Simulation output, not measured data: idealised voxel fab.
process module | voxel transistor to metal
We display cut, a cross-section 165 nm in width whose square cells are each 5 nm.
Square cells in a grid make up a cross-section in this document, and the grid is given as bands, listed from the top down, each one or more rows of cells.
Quick guide to a band line: top height, bottom height (nm) up front; then every material left to right with its width in nm. Only one material and it's marked "edge to edge"? Then it fills the band edge to edge. And "empty" just means empty space.
Where do heights start? At 0: under that level the wafer as delivered is made of one material only. And the lowest band has no floor; it just carries on downward, as in "z 0 and below".
Think of "30 to 40" as a width that walks from the first number to the second as you go down the band, top row to bottom row, taking equal-sized steps from row to row.
Step note "nothing altered" = no cross-section cell changed.
"Enclosed internal cavities" enumerates empty spaces isolated from the top, with no open way to it, that contain at least 8 cells, giving each as width x height at distance from the left edge, all three in nm.
If you see something after the settings on a step's line, that's the simulator's own remark about that step.
Each step line may optionally specify "overlay nm", which for a step with a mask gives the rightward distance between the mask's planned place and where it lay, a negative value indicating the leftward direction.
Pairs follow: section before one process step, section after it down to the lowest changed band, step with settings underneath. Pairs may come from different runs of this module on the same starting wafer; continuity with the pair above only as stated in the "Status quo ante" entry.
## Status quo ante
    z 0 and below  Si edge to edge
    Enclosed internal cavities: none
## Section After Processing
    z 5 to 0  SiO2 edge to edge
    Below 0, no change.
    Enclosed internal cavities: none
Processing between the before and after sections above: CONFORMAL_DEP (material SiO2; thk nm 5)
Status quo ante: equal to the after panel directly above.
## Section After Processing
    z 15 to 5  SiN edge to edge
    Below 5, no change.
    Enclosed internal cavities: none
Processing between the before and after sections above: CONFORMAL_DEP (material SiN; thk nm 10)
Status quo ante: equal to the after panel directly above.
## Section After Processing
    z 15 to 5  empty 30 nm; SiN 105 nm; empty 30 nm
    Below 5, no change.
    Enclosed internal cavities: none
Processing between the before and after sections above: MASKED_ETCH (tone cover; mask id ACTIVE; width nm 105; etch materials SiN; depth nm 10; overlay nm 0)
Status quo ante: equal to the after panel directly above.
## Section After Processing
    z 15 to 5  empty 30 nm; SiN 105 nm; empty 30 nm
    z 5 to 0  empty 30 nm; SiO2 105 nm; empty 30 nm
    Below 0, no change.
    Enclosed internal cavities: none
Processing between the before and after sections above: MASKED_ETCH (tone cover; mask id ACTIVE; width nm 105; etch materials SiO2; depth nm 5; overlay nm 0)
Status quo ante: equal to the after panel directly above.
## Section After Processing
    z 15 to 5  empty 30 nm; SiN 105 nm; empty 30 nm
    z 5 to 0  empty 30 nm; SiO2 105 nm; empty 30 nm
    z 0 to -30  empty 30 nm; Si 105 nm; empty 30 nm
    Below -30, no change.
    Enclosed internal cavities: none
Processing between the before and after sections above: MASKED_ETCH (tone cover; mask id ACTIVE; width nm 105; etch materials Si; depth nm 30; overlay nm 0)
Status quo ante: equal to the after panel directly above.
## Section After Processing
    z 20 to 15  SiO2 edge to edge
    z 15 to 5  SiO2 30 nm; SiN 105 nm; SiO2 30 nm
    z 5 to 0  SiO2 edge to edge
    z 0 to -30  SiO2 30 nm; Si 105 nm; SiO2 30 nm
    Below -30, no change.
    Enclosed internal cavities: none
Processing between the before and after sections above: FILL_DEP (material SiO2; thk nm 5)
Status quo ante: equal to the after panel directly above.
## Section After Processing
    z 15 to 5  SiO2 30 nm; SiN 105 nm; SiO2 30 nm
    Below 5, no change.
    Enclosed internal cavities: none
Processing between the before and after sections above: CMP (height nm 15)
Status quo ante: equal to the after panel directly above.
## Section After Processing
    z 15 to 5  empty 30 nm; SiN 105 nm; empty 30 nm
    Below 5, no change.
    Enclosed internal cavities: none
Processing between the before and after sections above: SELECTIVE_ETCH (etch materials SiO2; depth nm 10)
Status quo ante: equal to the after panel directly above.
## Section After Processing
    z 5 to 0  SiO2 edge to edge
    Below 0, no change.
    Enclosed internal cavities: none
Processing between the before and after sections above: STRIP (etch materials SiN)
Status quo ante: equal to the after panel directly above.
## Section After Processing
    z 0 to -30  SiO2 30 nm; Si 105 nm; SiO2 30 nm
    Below -30, no change.
    Enclosed internal cavities: none
Processing between the before and after sections above: SELECTIVE_ETCH (etch materials SiO2; depth nm 5)
Status quo ante: equal to the after panel directly above.
## Section After Processing
    z 0 to -5  SiO2 edge to edge
    Below -5, no change.
    Enclosed internal cavities: none
Processing between the before and after sections above: OXIDIZE (depth nm 5)
Status quo ante: equal to the after panel directly above.
## Section After Processing
    z 25 to 0  polySi edge to edge
    Below 0, no change.
    Enclosed internal cavities: none
Processing between the before and after sections above: DIRECTIONAL_DEP (material polySi; thk nm 25)
Status quo ante: equal to the after panel directly above.
## Section After Processing
    z 40 to 25  SiCN edge to edge
    Below 25, no change.
    Enclosed internal cavities: none
Processing between the before and after sections above: DIRECTIONAL_DEP (material SiCN; thk nm 15)
Status quo ante: equal to the after panel directly above.
## Section After Processing
    z 60 to 40  empty 75 nm; resist 15 nm; empty 75 nm
    Below 40, no change.
    Enclosed internal cavities: none
Processing between the before and after sections above: PATTERN (tone cover; mask id GATE; material resist; width nm 15; thk nm 20; overlay nm 0)
Status quo ante: equal to the after panel directly above.
## Section After Processing
    z 60 to 40  empty 75 nm; resist 15 nm; empty 75 nm
    z 40 to 25  empty 75 nm; SiCN 15 nm; empty 75 nm
    Below 25, no change.
    Enclosed internal cavities: none
Processing between the before and after sections above: DIRECTIONAL_ETCH (etch materials SiCN; depth nm 25)
Status quo ante: equal to the after panel directly above.
## Section After Processing
    z 60 to 40  empty 75 nm; resist 15 nm; empty 75 nm
    z 40 to 25  empty 75 nm; SiCN 15 nm; empty 75 nm
    z 25 to 0  empty 75 nm; polySi 15 nm; empty 75 nm
    Below 0, no change.
    Enclosed internal cavities: none
Processing between the before and after sections above: DIRECTIONAL_ETCH (etch materials polySi; depth nm 35)
Status quo ante: equal to the after panel directly above.
## Section After Processing
    z 40 to 25  empty 75 nm; SiCN 15 nm; empty 75 nm
    Below 25, no change.
    Enclosed internal cavities: none
Processing between the before and after sections above: STRIP (etch materials resist)
Status quo ante: equal to the after panel directly above.
## Section After Processing
    z 45 to 40  empty 70 nm; SiO2 25 nm; empty 70 nm
    z 40 to 25  empty 70 nm; SiO2 5 nm; SiCN 15 nm; SiO2 5 nm; empty 70 nm
    z 25 to 5  empty 70 nm; SiO2 5 nm; polySi 15 nm; SiO2 5 nm; empty 70 nm
    z 5 to 0  SiO2 75 nm; polySi 15 nm; SiO2 75 nm
    Below 0, no change.
    Enclosed internal cavities: none
Processing between the before and after sections above: CONFORMAL_DEP (material SiO2; thk nm 5)
Status quo ante: equal to the after panel directly above.
## Section After Processing
    z 40 to 25  empty 70 nm; SiO2 5 nm; SiCN 15 nm; SiO2 5 nm; empty 70 nm
    z 25 to 0  empty 70 nm; SiO2 5 nm; polySi 15 nm; SiO2 5 nm; empty 70 nm
    Below 0, no change.
    Enclosed internal cavities: none
Processing between the before and after sections above: DIRECTIONAL_ETCH (etch materials SiO2; depth nm 5)
Status quo ante: equal to the after panel directly above.
## Section After Processing
    z 45 to 40  empty 65 nm; SiN 35 nm; empty 65 nm
    z 40 to 25  empty 65 nm; SiN 5 nm; SiO2 5 nm; SiCN 15 nm; SiO2 5 nm; SiN 5 nm; empty 65 nm
    z 25 to 5  empty 65 nm; SiN 5 nm; SiO2 5 nm; polySi 15 nm; SiO2 5 nm; SiN 5 nm; empty 65 nm
    z 5 to 0  SiN 70 nm; SiO2 5 nm; polySi 15 nm; SiO2 5 nm; SiN 70 nm
    Below 0, no change.
    Enclosed internal cavities: none
Processing between the before and after sections above: CONFORMAL_DEP (material SiN; thk nm 5)
Status quo ante: equal to the after panel directly above.
## Section After Processing
    z 40 to 25  empty 65 nm; SiN 5 nm; SiO2 5 nm; SiCN 15 nm; SiO2 5 nm; SiN 5 nm; empty 65 nm
    z 25 to 0  empty 65 nm; SiN 5 nm; SiO2 5 nm; polySi 15 nm; SiO2 5 nm; SiN 5 nm; empty 65 nm
    Below 0, no change.
    Enclosed internal cavities: none
Processing between the before and after sections above: DIRECTIONAL_ETCH (etch materials SiN; depth nm 5)
Status quo ante: equal to the after panel directly above.
## Section After Processing
    z 40 to 35  empty 65 nm; SiN 5 nm; empty 5 nm; SiCN 15 nm; empty 5 nm; SiN 5 nm; empty 65 nm
    z 35 to 25  empty 65 nm; SiN 5 nm; SiO2 5 nm; SiCN 15 nm; SiO2 5 nm; SiN 5 nm; empty 65 nm
    z 25 to 0  empty 65 nm; SiN 5 nm; SiO2 5 nm; polySi 15 nm; SiO2 5 nm; SiN 5 nm; empty 65 nm
    z 0 to -5  empty 65 nm; SiO2 35 nm; empty 65 nm
    Below -5, no change.
    Enclosed internal cavities: none
Processing between the before and after sections above: DIRECTIONAL_ETCH (etch materials SiO2; depth nm 5)
Status quo ante: equal to the after panel directly above.
## Section After Processing
    z 40 to 35  empty 65 nm; SiN 5 nm; empty 5 nm; SiCN 15 nm; empty 5 nm; SiN 5 nm; empty 65 nm
    z 35 to 25  empty 65 nm; SiN 5 nm; SiO2 5 nm; SiCN 15 nm; SiO2 5 nm; SiN 5 nm; empty 65 nm
    z 25 to 0  empty 65 nm; SiN 5 nm; SiO2 5 nm; polySi 15 nm; SiO2 5 nm; SiN 5 nm; empty 65 nm
    z 0 to -5  empty 65 nm; SiO2 35 nm; empty 65 nm
    z -5 to -15  SiO2 30 nm; empty 35 nm; Si 35 nm; empty 35 nm; SiO2 30 nm
    Below -15, no change.
    Enclosed internal cavities: none
Processing between the before and after sections above: DIRECTIONAL_ETCH (etch materials Si; depth nm 10)
Status quo ante: equal to the after panel directly above.
## Section After Processing
    z 40 to 35  empty 65 nm; SiN 5 nm; empty 5 nm; SiCN 15 nm; empty 5 nm; SiN 5 nm; empty 65 nm
    z 35 to 25  empty 65 nm; SiN 5 nm; SiO2 5 nm; SiCN 15 nm; SiO2 5 nm; SiN 5 nm; empty 65 nm
    z 25 to 10  empty 65 nm; SiN 5 nm; SiO2 5 nm; polySi 15 nm; SiO2 5 nm; SiN 5 nm; empty 65 nm
    z 10 to 0  empty 50 nm; pSi 15 nm; SiN 5 nm; SiO2 5 nm; polySi 15 nm; SiO2 5 nm; SiN 5 nm; pSi 15 nm; empty 50 nm
    z 0 to -5  empty 25 nm; pSi 40 nm; SiO2 35 nm; pSi 40 nm; empty 25 nm
    z -5 to -15  SiO2 30 nm; pSi 35 nm; Si 35 nm; pSi 35 nm; SiO2 30 nm
    Below -15, no change.
    Enclosed internal cavities: none
Processing between the before and after sections above: EPI (material pSi; thk nm 15)
Status quo ante: equal to the after panel directly above.
## Section After Processing
    z 45 to 40  SiO2 edge to edge
    z 40 to 25  SiO2 65 nm; SiN 5 nm; SiO2 5 nm; SiCN 15 nm; SiO2 5 nm; SiN 5 nm; SiO2 65 nm
    z 25 to 10  SiO2 65 nm; SiN 5 nm; SiO2 5 nm; polySi 15 nm; SiO2 5 nm; SiN 5 nm; SiO2 65 nm
    z 10 to 0  SiO2 50 nm; pSi 15 nm; SiN 5 nm; SiO2 5 nm; polySi 15 nm; SiO2 5 nm; SiN 5 nm; pSi 15 nm; SiO2 50 nm
    z 0 to -5  SiO2 25 nm; pSi 40 nm; SiO2 35 nm; pSi 40 nm; SiO2 25 nm
    Below -5, no change.
    Enclosed internal cavities: none
Processing between the before and after sections above: FILL_DEP (material SiO2; thk nm 5)
Status quo ante: equal to the after panel directly above.
## Section After Processing
    z 40 to 25  SiO2 65 nm; SiN 5 nm; SiO2 5 nm; SiCN 15 nm; SiO2 5 nm; SiN 5 nm; SiO2 65 nm
    Below 25, no change.
    Enclosed internal cavities: none
Processing between the before and after sections above: CMP (height nm 40)
Status quo ante: equal to the after panel directly above.
## Section After Processing
    z 50 to 40  SiO2 edge to edge
    Below 40, no change.
    Enclosed internal cavities: none
Processing between the before and after sections above: DIRECTIONAL_DEP (material SiO2; thk nm 10)
Status quo ante: equal to the after panel directly above.
## Section After Processing
    z 60 to 50  aC edge to edge
    Below 50, no change.
    Enclosed internal cavities: none
Processing between the before and after sections above: DIRECTIONAL_DEP (material aC; thk nm 10)
Status quo ante: equal to the after panel directly above.
## Section After Processing
    z 85 to 60  resist 40 nm; empty 30 nm; resist 25 nm; empty 30 nm; resist 40 nm
    Below 60, no change.
    Enclosed internal cavities: none
Processing between the before and after sections above: PATTERN (tone open; mask id CONTACT; material resist; width nm 30; pitch nm 55; thk nm 25; overlay nm 0)
Status quo ante: equal to the after panel directly above.
## Section After Processing
    z 75 to 60  resist 40 nm; empty 30 nm; resist 25 nm; empty 30 nm; resist 40 nm
    z 60 to 50  aC 40 nm; empty 30 nm; aC 25 nm; empty 30 nm; aC 40 nm
    Below 50, no change.
    Enclosed internal cavities: none
Processing between the before and after sections above: DIRECTIONAL_ETCH (etch materials aC; depth nm 10)
Status quo ante: equal to the after panel directly above.
## Section After Processing
    z 60 to 50  aC 40 nm; empty 30 nm; aC 25 nm; empty 30 nm; aC 40 nm
    Below 50, no change.
    Enclosed internal cavities: none
Processing between the before and after sections above: STRIP (etch materials resist)
Status quo ante: equal to the after panel directly above.
## Section After Processing
    z 60 to 50  aC 40 nm; empty 30 nm; aC 25 nm; empty 30 nm; aC 40 nm
    z 50 to 40  SiO2 40 nm; empty 30 nm; SiO2 25 nm; empty 30 nm; SiO2 40 nm
    z 40 to 25  SiO2 40 nm; empty 25 nm; SiN 5 nm; SiO2 5 nm; SiCN 15 nm; SiO2 5 nm; SiN 5 nm; empty 25 nm; SiO2 40 nm
    z 25 to 10  SiO2 40 nm; empty 25 nm; SiN 5 nm; SiO2 5 nm; polySi 15 nm; SiO2 5 nm; SiN 5 nm; empty 25 nm; SiO2 40 nm
    z 10 to 0  SiO2 40 nm; empty 10 nm; pSi 15 nm; SiN 5 nm; SiO2 5 nm; polySi 15 nm; SiO2 5 nm; SiN 5 nm; pSi 15 nm; empty 10 nm; SiO2 40 nm
    Below 0, no change.
    Enclosed internal cavities: none
Processing between the before and after sections above: DIRECTIONAL_ETCH (etch materials SiO2; depth nm 50)
Status quo ante: equal to the after panel directly above.
## Section After Processing
    z 50 to 40  SiO2 40 nm; empty 30 nm; SiO2 25 nm; empty 30 nm; SiO2 40 nm
    Below 40, no change.
    Enclosed internal cavities: none
Processing between the before and after sections above: STRIP (etch materials aC)
Status quo ante: equal to the after panel directly above.
## Section After Processing
    z 55 to 50  TiN 45 nm; empty 20 nm; TiN 35 nm; empty 20 nm; TiN 45 nm
    z 50 to 40  SiO2 40 nm; TiN 5 nm; empty 20 to 15 nm; TiN 5 to 10 nm; SiO2 25 nm; TiN 5 to 10 nm; empty 20 to 15 nm; TiN 5 nm; SiO2 40 nm
    z 40 to 25  SiO2 40 nm; TiN 5 nm; empty 15 nm; TiN 5 nm; SiN 5 nm; SiO2 5 nm; SiCN 15 nm; SiO2 5 nm; SiN 5 nm; TiN 5 nm; empty 15 nm; TiN 5 nm; SiO2 40 nm
    z 25 to 15  SiO2 40 nm; TiN 5 nm; empty 15 nm; TiN 5 nm; SiN 5 nm; SiO2 5 nm; polySi 15 nm; SiO2 5 nm; SiN 5 nm; TiN 5 nm; empty 15 nm; TiN 5 nm; SiO2 40 nm
    z 15 to 10  SiO2 40 nm; TiN 25 nm; SiN 5 nm; SiO2 5 nm; polySi 15 nm; SiO2 5 nm; SiN 5 nm; TiN 25 nm; SiO2 40 nm
    z 10 to 0  SiO2 40 nm; TiN 10 nm; pSi 15 nm; SiN 5 nm; SiO2 5 nm; polySi 15 nm; SiO2 5 nm; SiN 5 nm; pSi 15 nm; TiN 10 nm; SiO2 40 nm
    Below 0, no change.
    Enclosed internal cavities: none
Processing between the before and after sections above: CONFORMAL_DEP (material TiN; thk nm 5)
Status quo ante: equal to the after panel directly above.
## Section After Processing
    z 65 to 55  W edge to edge
    z 55 to 50  TiN 45 nm; W 20 nm; TiN 35 nm; W 20 nm; TiN 45 nm
    z 50 to 40  SiO2 40 nm; TiN 5 nm; W 20 to 15 nm; TiN 5 to 10 nm; SiO2 25 nm; TiN 5 to 10 nm; W 20 to 15 nm; TiN 5 nm; SiO2 40 nm
    z 40 to 25  SiO2 40 nm; TiN 5 nm; W 15 nm; TiN 5 nm; SiN 5 nm; SiO2 5 nm; SiCN 15 nm; SiO2 5 nm; SiN 5 nm; TiN 5 nm; W 15 nm; TiN 5 nm; SiO2 40 nm
    z 25 to 15  SiO2 40 nm; TiN 5 nm; W 15 nm; TiN 5 nm; SiN 5 nm; SiO2 5 nm; polySi 15 nm; SiO2 5 nm; SiN 5 nm; TiN 5 nm; W 15 nm; TiN 5 nm; SiO2 40 nm
    Below 15, no change.
    Enclosed internal cavities: none
Processing between the before and after sections above: FILL_DEP (material W; thk nm 10)
Status quo ante: equal to the after panel directly above.
## Section After Processing
    z 50 to 40  SiO2 40 nm; TiN 5 nm; W 20 to 15 nm; TiN 5 to 10 nm; SiO2 25 nm; TiN 5 to 10 nm; W 20 to 15 nm; TiN 5 nm; SiO2 40 nm
    Below 40, no change.
    Enclosed internal cavities: none
Processing between the before and after sections above: CMP (height nm 50)
Status quo ante: equal to the after panel directly above.
## Section After Processing
    z 55 to 50  TiN edge to edge
    Below 50, no change.
    Enclosed internal cavities: none
Processing between the before and after sections above: DIRECTIONAL_DEP (material TiN; thk nm 5)
Status quo ante: equal to the after panel directly above.
## Section After Processing
    z 75 to 55  W edge to edge
    Below 55, no change.
    Enclosed internal cavities: none
Processing between the before and after sections above: DIRECTIONAL_DEP (material W; thk nm 20)
Status quo ante: equal to the after panel directly above.
## Section After Processing
    z 75 to 55  empty 40 nm; W 15 nm; empty 55 nm; W 15 nm; empty 40 nm
    Below 55, no change.
    Enclosed internal cavities: none
Processing between the before and after sections above: MASKED_ETCH (tone cover; mask id METAL_1; width nm 15; pitch nm 70; etch materials W; depth nm 20; overlay nm 0)
Status quo ante: equal to the after panel directly above.
## Section After Processing
    z 75 to 55  empty 40 nm; W 15 nm; empty 55 nm; W 15 nm; empty 40 nm
    z 55 to 50  empty 40 nm; TiN 15 nm; empty 55 nm; TiN 15 nm; empty 40 nm
    Below 50, no change.
    Enclosed internal cavities: none
Processing between the before and after sections above: MASKED_ETCH (tone cover; mask id METAL_1; width nm 15; pitch nm 70; etch materials TiN; depth nm 5; overlay nm 0)
Status quo ante: equal to the after panel directly above.
## Section After Processing
    z 85 to 75  lowk edge to edge
    z 75 to 55  lowk 40 nm; W 15 nm; lowk 55 nm; W 15 nm; lowk 40 nm
    z 55 to 50  lowk 40 nm; TiN 15 nm; lowk 55 nm; TiN 15 nm; lowk 40 nm
    Below 50, no change.
    Enclosed internal cavities: none
Processing between the before and after sections above: FILL_DEP (material lowk; thk nm 10)
Status quo ante: equal to the after panel directly above.
## Section After Processing
    z 75 to 55  lowk 40 nm; W 15 nm; lowk 55 nm; W 15 nm; lowk 40 nm
    Below 55, no change.
    Enclosed internal cavities: none
Processing between the before and after sections above: CMP (height nm 75)
Status quo ante: equal to the after panel directly above.
## Section After Processing
    z 80 to 75  SiCN edge to edge
    Below 75, no change.
    Enclosed internal cavities: none
Processing between the before and after sections above: CONFORMAL_DEP (material SiCN; thk nm 5)
Status quo ante: equal to the after panel directly above.
## Section After Processing
    z 105 to 80  lowk edge to edge
    Below 80, no change.
    Enclosed internal cavities: none
Processing between the before and after sections above: DIRECTIONAL_DEP (material lowk; thk nm 25)
Status quo ante: equal to the after panel directly above.
## Section After Processing
    z 105 to 90  lowk 40 nm; empty 15 nm; lowk 55 nm; empty 15 nm; lowk 40 nm
    Below 90, no change.
    Enclosed internal cavities: none
Processing between the before and after sections above: MASKED_ETCH (tone open; mask id METAL_2; width nm 15; pitch nm 70; etch materials lowk; depth nm 15; overlay nm 0)
Status quo ante: equal to the after panel directly above.
## Section After Processing
    z 105 to 80  lowk 40 nm; empty 15 nm; lowk 55 nm; empty 15 nm; lowk 40 nm
    Below 80, no change.
    Enclosed internal cavities: none
Processing between the before and after sections above: MASKED_ETCH (tone open; mask id METAL_2_HOLES; width nm 15; pitch nm 70; etch materials lowk; depth nm 10; overlay nm 0)
Status quo ante: equal to the after panel directly above.
## Section After Processing
    z 105 to 80  lowk 40 nm; empty 15 nm; lowk 55 nm; empty 15 nm; lowk 40 nm
    z 80 to 75  SiCN 40 nm; empty 15 nm; SiCN 55 nm; empty 15 nm; SiCN 40 nm
    Below 75, no change.
    Enclosed internal cavities: none
Processing between the before and after sections above: MASKED_ETCH (tone open; mask id METAL_2_HOLES; width nm 15; pitch nm 70; etch materials SiCN; depth nm 5; overlay nm 0)
Status quo ante: equal to the after panel directly above.
## Section After Processing
    z 110 to 105  TiN 45 nm; empty 5 nm; TiN 65 nm; empty 5 nm; TiN 45 nm
    z 105 to 80  lowk 40 nm; TiN 5 nm; empty 5 nm; TiN 5 nm; lowk 55 nm; TiN 5 nm; empty 5 nm; TiN 5 nm; lowk 40 nm
    z 80 to 75  SiCN 40 nm; TiN 15 nm; SiCN 55 nm; TiN 15 nm; SiCN 40 nm
    Below 75, no change.
    Enclosed internal cavities: none
Processing between the before and after sections above: CONFORMAL_DEP (material TiN; thk nm 5)
Status quo ante: equal to the after panel directly above.
## Section After Processing
    z 120 to 110  Cu edge to edge
    z 110 to 105  TiN 45 nm; Cu 5 nm; TiN 65 nm; Cu 5 nm; TiN 45 nm
    z 105 to 80  lowk 40 nm; TiN 5 nm; Cu 5 nm; TiN 5 nm; lowk 55 nm; TiN 5 nm; Cu 5 nm; TiN 5 nm; lowk 40 nm
    Below 80, no change.
    Enclosed internal cavities: none
Processing between the before and after sections above: FILL_DEP (material Cu; thk nm 10)
Status quo ante: equal to the after panel directly above.
## Section After Processing
    z 105 to 80  lowk 40 nm; TiN 5 nm; Cu 5 nm; TiN 5 nm; lowk 55 nm; TiN 5 nm; Cu 5 nm; TiN 5 nm; lowk 40 nm
    Below 80, no change.
    Enclosed internal cavities: none
Processing between the before and after sections above: CMP (height nm 105)
Status quo ante: equal to the after panel directly above.
## Section After Processing
    z 110 to 105  SiCN edge to edge
    Below 105, no change.
    Enclosed internal cavities: none
Processing between the before and after sections above: CONFORMAL_DEP (material SiCN; thk nm 5)
## Status quo ante
    z 120 to 110  Cu edge to edge
    z 110 to 105  TiN 45 nm; Cu 5 nm; TiN 65 nm; Cu 5 nm; TiN 45 nm
    z 105 to 80  lowk 40 nm; TiN 5 nm; Cu 5 nm; TiN 5 nm; lowk 55 nm; TiN 5 nm; Cu 5 nm; TiN 5 nm; lowk 40 nm
    z 80 to 75  SiCN 40 nm; TiN 15 nm; SiCN 55 nm; TiN 15 nm; SiCN 40 nm
    z 75 to 55  lowk 40 nm; W 15 nm; lowk 55 nm; W 15 nm; lowk 40 nm
    z 55 to 50  lowk 40 nm; TiN 15 nm; lowk 55 nm; TiN 15 nm; lowk 40 nm
    z 50 to 40  SiO2 40 nm; TiN 5 nm; W 20 to 15 nm; TiN 5 to 10 nm; SiO2 25 nm; TiN 5 to 10 nm; W 20 to 15 nm; TiN 5 nm; SiO2 40 nm
    z 40 to 25  SiO2 40 nm; TiN 5 nm; W 15 nm; TiN 5 nm; SiN 5 nm; SiO2 5 nm; SiCN 15 nm; SiO2 5 nm; SiN 5 nm; TiN 5 nm; W 15 nm; TiN 5 nm; SiO2 40 nm
    z 25 to 15  SiO2 40 nm; TiN 5 nm; W 15 nm; TiN 5 nm; SiN 5 nm; SiO2 5 nm; polySi 15 nm; SiO2 5 nm; SiN 5 nm; TiN 5 nm; W 15 nm; TiN 5 nm; SiO2 40 nm
    z 15 to 10  SiO2 40 nm; TiN 25 nm; SiN 5 nm; SiO2 5 nm; polySi 15 nm; SiO2 5 nm; SiN 5 nm; TiN 25 nm; SiO2 40 nm
    z 10 to 0  SiO2 40 nm; TiN 10 nm; pSi 15 nm; SiN 5 nm; SiO2 5 nm; polySi 15 nm; SiO2 5 nm; SiN 5 nm; pSi 15 nm; TiN 10 nm; SiO2 40 nm
    z 0 to -5  SiO2 25 nm; pSi 40 nm; SiO2 35 nm; pSi 40 nm; SiO2 25 nm
    z -5 to -15  SiO2 30 nm; pSi 35 nm; Si 35 nm; pSi 35 nm; SiO2 30 nm
    z -15 to -30  SiO2 30 nm; Si 105 nm; SiO2 30 nm
    z -30 and below  Si edge to edge
    Enclosed internal cavities: none
## Section After Processing
    z 125 to 120  SiCN edge to edge
    Below 120, no change.
    Enclosed internal cavities: none
Processing between the before and after sections above: CONFORMAL_DEP (material SiCN; thk nm 5)
## Status quo ante
    z 105 to 80  lowk edge to edge
    z 80 to 75  SiCN edge to edge
    z 75 to 55  lowk 40 nm; W 15 nm; lowk 55 nm; W 15 nm; lowk 40 nm
    z 55 to 50  lowk 40 nm; TiN 15 nm; lowk 55 nm; TiN 15 nm; lowk 40 nm
    z 50 to 40  SiO2 40 nm; TiN 5 nm; W 20 to 15 nm; TiN 5 to 10 nm; SiO2 25 nm; TiN 5 to 10 nm; W 20 to 15 nm; TiN 5 nm; SiO2 40 nm
    z 40 to 25  SiO2 40 nm; TiN 5 nm; W 15 nm; TiN 5 nm; SiN 5 nm; SiO2 5 nm; SiCN 15 nm; SiO2 5 nm; SiN 5 nm; TiN 5 nm; W 15 nm; TiN 5 nm; SiO2 40 nm
    z 25 to 15  SiO2 40 nm; TiN 5 nm; W 15 nm; TiN 5 nm; SiN 5 nm; SiO2 5 nm; polySi 15 nm; SiO2 5 nm; SiN 5 nm; TiN 5 nm; W 15 nm; TiN 5 nm; SiO2 40 nm
    z 15 to 10  SiO2 40 nm; TiN 25 nm; SiN 5 nm; SiO2 5 nm; polySi 15 nm; SiO2 5 nm; SiN 5 nm; TiN 25 nm; SiO2 40 nm
    z 10 to 0  SiO2 40 nm; TiN 10 nm; pSi 15 nm; SiN 5 nm; SiO2 5 nm; polySi 15 nm; SiO2 5 nm; SiN 5 nm; pSi 15 nm; TiN 10 nm; SiO2 40 nm
    z 0 to -5  SiO2 25 nm; pSi 40 nm; SiO2 35 nm; pSi 40 nm; SiO2 25 nm
    z -5 to -15  SiO2 30 nm; pSi 35 nm; Si 35 nm; pSi 35 nm; SiO2 30 nm
    z -15 to -30  SiO2 30 nm; Si 105 nm; SiO2 30 nm
    z -30 and below  Si edge to edge
    Enclosed internal cavities: none
## Section After Processing
    z 130 to 80  lowk edge to edge
    Below 80, no change.
    Enclosed internal cavities: none
Processing between the before and after sections above: DIRECTIONAL_DEP (material lowk; thk nm 25)
Status quo ante: equal to the after panel directly above.
## Section After Processing
    z 130 to 115  lowk 40 nm; empty 15 nm; lowk 55 nm; empty 15 nm; lowk 40 nm
    Below 115, no change.
    Enclosed internal cavities: none
Processing between the before and after sections above: MASKED_ETCH (tone open; mask id METAL_2; width nm 15; pitch nm 70; etch materials lowk; depth nm 15; overlay nm 0)
Status quo ante: equal to the after panel directly above.
## Section After Processing
    z 130 to 105  lowk 40 nm; empty 15 nm; lowk 55 nm; empty 15 nm; lowk 40 nm
    Below 105, no change.
    Enclosed internal cavities: none
Processing between the before and after sections above: MASKED_ETCH (tone open; mask id METAL_2_HOLES; width nm 15; pitch nm 70; etch materials lowk; depth nm 10; overlay nm 0)
Status quo ante: equal to the after panel directly above.
## Section After Processing
    z 135 to 130  TiN 45 nm; empty 5 nm; TiN 65 nm; empty 5 nm; TiN 45 nm
    z 130 to 110  lowk 40 nm; TiN 5 nm; empty 5 nm; TiN 5 nm; lowk 55 nm; TiN 5 nm; empty 5 nm; TiN 5 nm; lowk 40 nm
    z 110 to 105  lowk 40 nm; TiN 15 nm; lowk 55 nm; TiN 15 nm; lowk 40 nm
    Below 105, no change.
    Enclosed internal cavities: none
Processing between the before and after sections above: CONFORMAL_DEP (material TiN; thk nm 5)
Status quo ante: equal to the after panel directly above.
## Section After Processing
    z 145 to 135  Cu edge to edge
    z 135 to 130  TiN 45 nm; Cu 5 nm; TiN 65 nm; Cu 5 nm; TiN 45 nm
    z 130 to 110  lowk 40 nm; TiN 5 nm; Cu 5 nm; TiN 5 nm; lowk 55 nm; TiN 5 nm; Cu 5 nm; TiN 5 nm; lowk 40 nm
    Below 110, no change.
    Enclosed internal cavities: none
Processing between the before and after sections above: FILL_DEP (material Cu; thk nm 10)
Status quo ante: equal to the after panel directly above.
## Section After Processing
    z 105 to 80  lowk edge to edge
    Below 80, no change.
    Enclosed internal cavities: none
Processing between the before and after sections above: CMP (height nm 105)
Status quo ante: equal to the after panel directly above.
## Section After Processing
    z 110 to 105  SiCN edge to edge
    Below 105, no change.
    Enclosed internal cavities: none
Processing between the before and after sections above: CONFORMAL_DEP (material SiCN; thk nm 5)
## Status quo ante
    z 40 to 35  empty 65 nm; SiN 5 nm; empty 5 nm; SiCN 15 nm; empty 5 nm; SiN 5 nm; empty 65 nm
    z 35 to 25  empty 65 nm; SiN 5 nm; SiO2 5 nm; SiCN 15 nm; SiO2 5 nm; SiN 5 nm; empty 65 nm
    z 25 to 0  empty 65 nm; SiN 5 nm; SiO2 5 nm; polySi 15 nm; SiO2 5 nm; SiN 5 nm; empty 65 nm
    z 0 to -5  empty 65 nm; SiO2 35 nm; empty 65 nm
    z -5 to -30  SiO2 30 nm; Si 105 nm; SiO2 30 nm
    z -30 and below  Si edge to edge
    Enclosed internal cavities: none
## Section After Processing
    z 40 to 35  empty 65 nm; SiN 5 nm; empty 5 nm; SiCN 15 nm; empty 5 nm; SiN 5 nm; empty 65 nm
    z 35 to 25  empty 65 nm; SiN 5 nm; SiO2 5 nm; SiCN 15 nm; SiO2 5 nm; SiN 5 nm; empty 65 nm
    z 25 to 10  empty 65 nm; SiN 5 nm; SiO2 5 nm; polySi 15 nm; SiO2 5 nm; SiN 5 nm; empty 65 nm
    z 10 to 0  empty 15 nm; pSi 50 nm; SiN 5 nm; SiO2 5 nm; polySi 15 nm; SiO2 5 nm; SiN 5 nm; pSi 50 nm; empty 15 nm
    z 0 to -5  empty 15 nm; pSi 50 nm; SiO2 35 nm; pSi 50 nm; empty 15 nm
    Below -5, no change.
    Enclosed internal cavities: none
Processing between the before and after sections above: EPI (material pSi; thk nm 15)
